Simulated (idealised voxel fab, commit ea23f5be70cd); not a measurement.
Process module name: voxel local oxidation
The cross-section shown here is cut; it is 175 nm wide and divided into square cells measuring 5 nm on a side.
In this document a cross-section is written as a grid of square cells. It is given as a series of bands, listed from the top down, and a band is one or more rows of cells. Quick guide to a band line: top height, bottom height (nm) up front; then every material left to right with its width in nm. Only one material and it's marked "everywhere"? Then it fills the band edge to edge. And "empty" just means empty space. Ref level 0: as-received wafer is one material below here. Bottom band extends down with no lower bound ("0 down"). Top row gets the first number, bottom row gets the second, and each row in between changes by the same step: that is how a band width like "30 to 40" works. Key: "nothing altered" - step with no changed cell in the cross-section. Each empty space that has no open way to the top and spans at least 8 cells appears under "Closed void table" as width x height at distance, the distance counted from the left edge, all in nm. Where a step's line continues beyond its settings, the continuation is a remark by the simulator itself on that step. The setting "overlay nm" may be written on the line of a step. When the step uses a mask, the value reports how far to the right of the planned place the mask lay, and a negative value reports that it lay to the left. The remainder of this document consists of a sequence of paired cross-sections. Each pair presents the cross-section prior to one process step together with the cross-section following it, the latter being rendered only as deep as the lowest band that underwent change. The intervening step, together with its settings, is stated beneath each pair. Because the pairs may originate from different runs of this module on the same starting wafer, a given pair is to be read as continuing from the preceding pair only where its entry headed "Pre-processing view" so indicates.

PRE-PROCESSING VIEW
  0 down | Si everywhere
  Closed void table: none

RESULTANT CROSS-SECTION
  0 to -5 | SiO2 everywhere
  Beneath the level -5, the cross-section is identical to its previous state.
  Closed void table: none
What is the step between the two cross-sections above? OXIDIZE [depth nm 5]

Pre-processing view: cross-section not repeated; it is the one shown after the step in the pair just above.

RESULTANT CROSS-SECTION
  10 to 0 | SiN everywhere
  Beneath the level 0, the cross-section is identical to its previous state.
  Closed void table: none
What is the step between the two cross-sections above? CONFORMAL_DEP [material SiN] [thk nm 10]

Pre-processing view: cross-section not repeated; it is the one shown after the step in the pair just above.

RESULTANT CROSS-SECTION
  25 to 10 | 20 empty  130 resist  25 empty
  Beneath the level 10, the cross-section is identical to its previous state.
  Closed void table: none
What is the step between the two cross-sections above? PATTERN [tone cover] [mask id ACTIVE] [material resist] [width nm 130] [thk nm 15] [overlay nm 0]

Pre-processing view: cross-section not repeated; it is the one shown after the step in the pair just above.

RESULTANT CROSS-SECTION
  25 to 10 | 20 empty  130 resist  25 empty
  10 to 0 | 20 empty  130 SiN  25 empty
  Beneath the level 0, the cross-section is identical to its previous state.
  Closed void table: none
What is the step between the two cross-sections above? DIRECTIONAL_ETCH [etch materials SiN] [depth nm 10]

Pre-processing view: cross-section not repeated; it is the one shown after the step in the pair just above.

RESULTANT CROSS-SECTION
  10 to 0 | 20 empty  130 SiN  25 empty
  Beneath the level 0, the cross-section is identical to its previous state.
  Closed void table: none
What is the step between the two cross-sections above? STRIP [etch materials resist]

Pre-processing view: cross-section not repeated; it is the one shown after the step in the pair just above.

RESULTANT CROSS-SECTION
  10 to 0 | 20 empty  130 SiN  25 empty
  0 to -5 | 25 empty  120 SiO2  30 empty
  Beneath the level -5, the cross-section is identical to its previous state.
  Closed void table: none
What is the step between the two cross-sections above? SELECTIVE_ETCH [etch materials SiO2] [depth nm 5]

Pre-processing view: cross-section not repeated; it is the one shown after the step in the pair just above.

RESULTANT CROSS-SECTION
  10 to 0 | 20 empty  130 SiN  25 empty
  0 to -5 | 25 empty  120 SiO2  30 empty
  -5 to -15 | 35 SiO2  100 Si  40 SiO2
  Beneath the level -15, the cross-section is identical to its previous state.
  Closed void table: none
What is the step between the two cross-sections above? OXIDIZE [depth nm 10]

Pre-processing view: cross-section not repeated; it is the one shown after the step in the pair just above.

RESULTANT CROSS-SECTION
  0 to -5 | 25 empty  120 SiO2  30 empty
  Beneath the level -5, the cross-section is identical to its previous state.
  Closed void table: none
What is the step between the two cross-sections above? STRIP [etch materials SiN]

PRE-PROCESSING VIEW
  25 to 10 | 20 empty  130 resist  25 empty
  10 to 0 | 20 empty  130 SiN  25 empty
  0 to -5 | SiO2 everywhere
  -5 down | Si everywhere
  Closed void table: none

RESULTANT CROSS-SECTION
  25 to 10 | 20 empty  130 resist  25 empty
  10 to 0 | 20 empty  130 SiN  25 empty
  0 to -5 | 25 empty  120 SiO2  30 empty
  Beneath the level -5, the cross-section is identical to its previous state.
  Closed void table: none
What is the step between the two cross-sections above? SELECTIVE_ETCH [etch materials SiO2] [depth nm 5]

Pre-processing view: cross-section not repeated; it is the one shown after the step in the pair just above.

RESULTANT CROSS-SECTION
  10 to 0 | 20 empty  130 SiN  25 empty
  Beneath the level 0, the cross-section is identical to its previous state.
  Closed void table: none
What is the step between the two cross-sections above? STRIP [etch materials resist]

PRE-PROCESSING VIEW
  0 down | Si everywhere
  Closed void table: none

RESULTANT CROSS-SECTION
  0 to -15 | SiO2 everywhere
  Beneath the level -15, the cross-section is identical to its previous state.
  Closed void table: none
What is the step between the two cross-sections above? OXIDIZE [depth nm 15]

Pre-processing view: cross-section not repeated; it is the one shown after the step in the pair just above.

RESULTANT CROSS-SECTION
  10 to 0 | SiN everywhere
  Beneath the level 0, the cross-section is identical to its previous state.
  Closed void table: none
What is the step between the two cross-sections above? CONFORMAL_DEP [material SiN] [thk nm 10]

Pre-processing view: cross-section not repeated; it is the one shown after the step in the pair just above.

RESULTANT CROSS-SECTION
  25 to 10 | 20 empty  130 resist  25 empty
  Beneath the level 10, the cross-section is identical to its previous state.
  Closed void table: none
What is the step between the two cross-sections above? PATTERN [tone cover] [mask id ACTIVE] [material resist] [width nm 130] [thk nm 15] [overlay nm 0]

Pre-processing view: cross-section not repeated; it is the one shown after the step in the pair just above.

RESULTANT CROSS-SECTION
  25 to 10 | 20 empty  130 resist  25 empty
  10 to 0 | 20 empty  130 SiN  25 empty
  Beneath the level 0, the cross-section is identical to its previous state.
  Closed void table: none
What is the step between the two cross-sections above? DIRECTIONAL_ETCH [etch materials SiN] [depth nm 10]

Pre-processing view: cross-section not repeated; it is the one shown after the step in the pair just above.

RESULTANT CROSS-SECTION
  10 to 0 | 20 empty  130 SiN  25 empty
  Beneath the level 0, the cross-section is identical to its previous state.
  Closed void table: none
What is the step between the two cross-sections above? STRIP [etch materials resist]

Pre-processing view: cross-section not repeated; it is the one shown after the step in the pair just above.

RESULTANT CROSS-SECTION
  10 to 0 | 20 empty  130 SiN  25 empty
  0 to -5 | 25 empty  120 SiO2  30 empty
  Beneath the level -5, the cross-section is identical to its previous state.
  Closed void table: none
What is the step between the two cross-sections above? SELECTIVE_ETCH [etch materials SiO2] [depth nm 5]

Pre-processing view: cross-section not repeated; it is the one shown after the step in the pair just above.

RESULTANT CROSS-SECTION
  0 to -5 | 25 empty  120 SiO2  30 empty
  Beneath the level -5, the cross-section is identical to its previous state.
  Closed void table: none
What is the step between the two cross-sections above? STRIP [etch materials SiN]

PRE-PROCESSING VIEW
  10 to 0 | SiN everywhere
  0 to -5 | SiO2 everywhere
  -5 down | Si everywhere
  Closed void table: none

RESULTANT CROSS-SECTION
  25 to 10 | 20 empty  135 resist  20 empty
  Beneath the level 10, the cross-section is identical to its previous state.
  Closed void table: none
What is the step between the two cross-sections above? PATTERN [tone cover] [mask id ACTIVE] [material resist] [width nm 135] [thk nm 15] [overlay nm 0]

Pre-processing view: cross-section not repeated; it is the one shown after the step in the pair just above.

RESULTANT CROSS-SECTION
  25 to 10 | 20 empty  135 resist  20 empty
  10 to 0 | 20 empty  135 SiN  20 empty
  Beneath the level 0, the cross-section is identical to its previous state.
  Closed void table: none
What is the step between the two cross-sections above? DIRECTIONAL_ETCH [etch materials SiN] [depth nm 10]

Pre-processing view: cross-section not repeated; it is the one shown after the step in the pair just above.

RESULTANT CROSS-SECTION
  10 to 0 | 20 empty  135 SiN  20 empty
  Beneath the level 0, the cross-section is identical to its previous state.
  Closed void table: none
What is the step between the two cross-sections above? STRIP [etch materials resist]

Pre-processing view: cross-section not repeated; it is the one shown after the step in the pair just above.

RESULTANT CROSS-SECTION
  10 to 0 | 20 empty  135 SiN  20 empty
  0 to -5 | 25 empty  125 SiO2  25 empty
  Beneath the level -5, the cross-section is identical to its previous state.
  Closed void table: none
What is the step between the two cross-sections above? SELECTIVE_ETCH [etch materials SiO2] [depth nm 5]

Pre-processing view: cross-section not repeated; it is the one shown after the step in the pair just above.

RESULTANT CROSS-SECTION
  10 to 0 | 20 empty  135 SiN  20 empty
  0 to -5 | 25 empty  125 SiO2  25 empty
  -5 to -15 | 35 SiO2  105 Si  35 SiO2
  Beneath the level -15, the cross-section is identical to its previous state.
  Closed void table: none
What is the step between the two cross-sections above? OXIDIZE [depth nm 10]

Pre-processing view: cross-section not repeated; it is the one shown after the step in the pair just above.

RESULTANT CROSS-SECTION
  0 to -5 | 25 empty  125 SiO2  25 empty
  Beneath the level -5, the cross-section is identical to its previous state.
  Closed void table: none
What is the step between the two cross-sections above? STRIP [etch materials SiN]

PRE-PROCESSING VIEW
  10 to 0 | SiN everywhere
  0 to -5 | SiO2 everywhere
  -5 down | Si everywhere
  Closed void table: none

RESULTANT CROSS-SECTION
  25 to 10 | 15 empty  130 resist  30 empty
  Beneath the level 10, the cross-section is identical to its previous state.
  Closed void table: none
What is the step between the two cross-sections above? PATTERN [tone cover] [mask id ACTIVE] [material resist] [width nm 130] [thk nm 15] [overlay nm -5]

Pre-processing view: cross-section not repeated; it is the one shown after the step in the pair just above.

RESULTANT CROSS-SECTION
  25 to 10 | 15 empty  130 resist  30 empty
  10 to 0 | 15 empty  130 SiN  30 empty
  Beneath the level 0, the cross-section is identical to its previous state.
  Closed void table: none
What is the step between the two cross-sections above? DIRECTIONAL_ETCH [etch materials SiN] [depth nm 10]

Pre-processing view: cross-section not repeated; it is the one shown after the step in the pair just above.

RESULTANT CROSS-SECTION
  10 to 0 | 15 empty  130 SiN  30 empty
  Beneath the level 0, the cross-section is identical to its previous state.
  Closed void table: none
What is the step between the two cross-sections above? STRIP [etch materials resist]

Pre-processing view: cross-section not repeated; it is the one shown after the step in the pair just above.

RESULTANT CROSS-SECTION
  10 to 0 | 15 empty  130 SiN  30 empty
  0 to -5 | 20 empty  120 SiO2  35 empty
  Beneath the level -5, the cross-section is identical to its previous state.
  Closed void table: none
What is the step between the two cross-sections above? SELECTIVE_ETCH [etch materials SiO2] [depth nm 5]

Pre-processing view: cross-section not repeated; it is the one shown after the step in the pair just above.

RESULTANT CROSS-SECTION
  10 to 0 | 15 empty  130 SiN  30 empty
  0 to -5 | 20 empty  120 SiO2  35 empty
  -5 to -15 | 30 SiO2  100 Si  45 SiO2
  Beneath the level -15, the cross-section is identical to its previous state.
  Closed void table: none
What is the step between the two cross-sections above? OXIDIZE [depth nm 10]

Pre-processing view: cross-section not repeated; it is the one shown after the step in the pair just above.

RESULTANT CROSS-SECTION
  0 to -5 | 20 empty  120 SiO2  35 empty
  Beneath the level -5, the cross-section is identical to its previous state.
  Closed void table: none
What is the step between the two cross-sections above? STRIP [etch materials SiN]

PRE-PROCESSING VIEW
  0 to -5 | SiO2 everywhere
  -5 down | Si everywhere
  Closed void table: none

RESULTANT CROSS-SECTION
  10 to -5 | SiO2 everywhere
  Beneath the level -5, the cross-section is identical to its previous state.
  Closed void table: none
What is the step between the two cross-sections above? CONFORMAL_DEP [material SiO2] [thk nm 10]

Pre-processing view: cross-section not repeated; it is the one shown after the step in the pair just above.

RESULTANT CROSS-SECTION
  25 to 10 | 20 empty  130 resist  25 empty
  Beneath the level 10, the cross-section is identical to its previous state.
  Closed void table: none
What is the step between the two cross-sections above? PATTERN [tone cover] [mask id ACTIVE] [material resist] [width nm 130] [thk nm 15] [overlay nm 0]

Pre-processing view: cross-section not repeated; it is the one shown after the step in the pair just above.

RESULTANT CROSS-SECTION
  10 to -5 | SiO2 everywhere
  Beneath the level -5, the cross-section is identical to its previous state.
  Closed void table: none
What is the step between the two cross-sections above? STRIP [etch materials resist]

Pre-processing view: cross-section not repeated; it is the one shown after the step in the pair just above.

RESULTANT CROSS-SECTION
  5 to -5 | SiO2 everywhere
  Beneath the level -5, the cross-section is identical to its previous state.
  Closed void table: none
What is the step between the two cross-sections above? SELECTIVE_ETCH [etch materials SiO2] [depth nm 5]

PRE-PROCESSING VIEW
  10 to 0 | SiN everywhere
  0 to -5 | SiO2 everywhere
  -5 down | Si everywhere
  Closed void table: none

RESULTANT CROSS-SECTION
  25 to 10 | 20 resist  130 empty  25 resist
  Beneath the level 10, the cross-section is identical to its previous state.
  Closed void table: none
What is the step between the two cross-sections above? PATTERN [tone open] [mask id ACTIVE] [material resist] [width nm 130] [thk nm 15] [overlay nm 0]

Pre-processing view: cross-section not repeated; it is the one shown after the step in the pair just above.

RESULTANT CROSS-SECTION
  25 to 10 | 20 resist  130 empty  25 resist
  10 to 0 | 20 SiN  130 empty  25 SiN
  Beneath the level 0, the cross-section is identical to its previous state.
  Closed void table: none
What is the step between the two cross-sections above? DIRECTIONAL_ETCH [etch materials SiN] [depth nm 10]

Pre-processing view: cross-section not repeated; it is the one shown after the step in the pair just above.

RESULTANT CROSS-SECTION
  10 to 0 | 20 SiN  130 empty  25 SiN
  Beneath the level 0, the cross-section is identical to its previous state.
  Closed void table: none
What is the step between the two cross-sections above? STRIP [etch materials resist]

Pre-processing view: cross-section not repeated; it is the one shown after the step in the pair just above.

RESULTANT CROSS-SECTION
  10 to 0 | 20 SiN  130 empty  25 SiN
  0 to -5 | 15 SiO2  140 empty  20 SiO2
  Beneath the level -5, the cross-section is identical to its previous state.
  Closed void table: none
What is the step between the two cross-sections above? SELECTIVE_ETCH [etch materials SiO2] [depth nm 5]

Pre-processing view: cross-section not repeated; it is the one shown after the step in the pair just above.

RESULTANT CROSS-SECTION
  10 to 0 | 20 SiN  130 empty  25 SiN
  0 to -5 | 15 SiO2  140 empty  20 SiO2
  -5 to -15 | 5 Si  160 SiO2  10 Si
  Beneath the level -15, the cross-section is identical to its previous state.
  Closed void table: none
What is the step between the two cross-sections above? OXIDIZE [depth nm 10]

Pre-processing view: cross-section not repeated; it is the one shown after the step in the pair just above.

RESULTANT CROSS-SECTION
  0 to -5 | 15 SiO2  140 empty  20 SiO2
  Beneath the level -5, the cross-section is identical to its previous state.
  Closed void table: none
What is the step between the two cross-sections above? STRIP [etch materials SiN]
